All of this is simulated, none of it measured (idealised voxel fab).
process module | voxel wiring stack
cross-section cut | 240 nm wide | cells 5 nm
A cross-section is a grid of square cells, given in bands from the top down. A band is one or more rows of cells.
Each band's line starts with the height of the band's top and of its bottom, in nm. Then come its materials from left to right, each with its width in nm. One material with "throughout" fills the band from edge to edge. "air" is empty space.
Height 0 is the level under which the wafer as received is all one material. The lowest band goes on downwards, as in "0 down".
A width such as "30 to 40" changes by the same amount from each row of cells to the next, from the band's top row to its bottom row.
"no change" after a step means that no cell of the cross-section changed.
closed voids: empty space of 8 cells or more with no open way to the top, each as width x height at its distance from the left edge, in nm
after a step's settings: what the simulator itself notes on the step
overlay nm, on a step with a mask: how far to the right of its planned place the mask lay; to the left if negative
plan
1 op RECEIVE | material Si
2 op CONFORMAL_DEP | material SiO2 | thk nm 15
3 op DIRECTIONAL_DEP | material TiN | thk nm 5
4 op DIRECTIONAL_DEP | material W | thk nm 20
5 op DIRECTIONAL_DEP | material aC | thk nm 15
6 op PATTERN | tone cover | mask id METAL_1 | material resist | width nm 20 | pitch nm 40 | thk nm 35 | overlay nm 0
7 op DIRECTIONAL_ETCH | etch materials aC | depth nm 15
8 op STRIP | etch materials resist
9 op DIRECTIONAL_ETCH | etch materials W | depth nm 20
10 op DIRECTIONAL_ETCH | etch materials TiN | depth nm 5
11 op STRIP | etch materials aC
12 op CONFORMAL_DEP | material SiCN | thk nm 5
13 op FILL_DEP | material lowk | thk nm 5
14 op CMP | height nm 40
15 op CONFORMAL_DEP | material SiCN | thk nm 5
16 op DIRECTIONAL_DEP | material lowk | thk nm 20
17 op DIRECTIONAL_DEP | material aC | thk nm 15
18 op PATTERN | tone open | mask id PLUG_1 | material resist | width nm 15 | pitch nm 40 | thk nm 30 | overlay nm 0
19 op DIRECTIONAL_ETCH | etch materials aC | depth nm 15
20 op STRIP | etch materials resist
21 op DIRECTIONAL_ETCH | etch materials lowk | depth nm 20
22 op DIRECTIONAL_ETCH | etch materials SiCN | depth nm 5
23 op STRIP | etch materials aC
24 op EPI | material Ru | thk nm 10
25 op EPI | material Ru | thk nm 10
26 op EPI | material Ru | thk nm 5
27 op DIRECTIONAL_DEP | material TiN | thk nm 5
28 op DIRECTIONAL_DEP | material Ru | thk nm 15
29 op DIRECTIONAL_DEP | material aC | thk nm 10
30 op PATTERN | tone cover | mask id METAL_2 | material resist | width nm 20 | pitch nm 40 | thk nm 30 | overlay nm 0
31 op DIRECTIONAL_ETCH | etch materials aC | depth nm 10
32 op STRIP | etch materials resist
33 op DIRECTIONAL_ETCH | etch materials Ru | depth nm 15
34 op DIRECTIONAL_ETCH | etch materials TiN | depth nm 5
35 op STRIP | etch materials aC
36 op FILL_DEP | material SiO2 | thk nm 10
37 op CMP | height nm 85
38 op CONFORMAL_DEP | material SiN | thk nm 5
varied across the wafers: thk nm of step 27. The plan shows the first wafer's value. All wafers start alike
first wafer as received, after step 1
  0 down: Si throughout
  closed voids: none
each wafer at the end: cells of each material gained (+) or lost (-) since it was received, then its closed voids
thk nm 5 | +108 Ru | +100 SiCN | +48 SiN | +272 SiO2 | +32 TiN | +64 W | +240 lowk | closed voids: none
thk nm 10 | +92 Ru | +100 SiCN | +48 SiN | +240 SiO2 | +80 TiN | +64 W | +240 lowk | closed voids: none
thk nm 15 | +76 Ru | +100 SiCN | +48 SiN | +208 SiO2 | +128 TiN | +64 W | +240 lowk | closed voids: none
thk nm 20 | +60 Ru | +100 SiCN | +48 SiN | +176 SiO2 | +176 TiN | +64 W | +240 lowk | closed voids: none
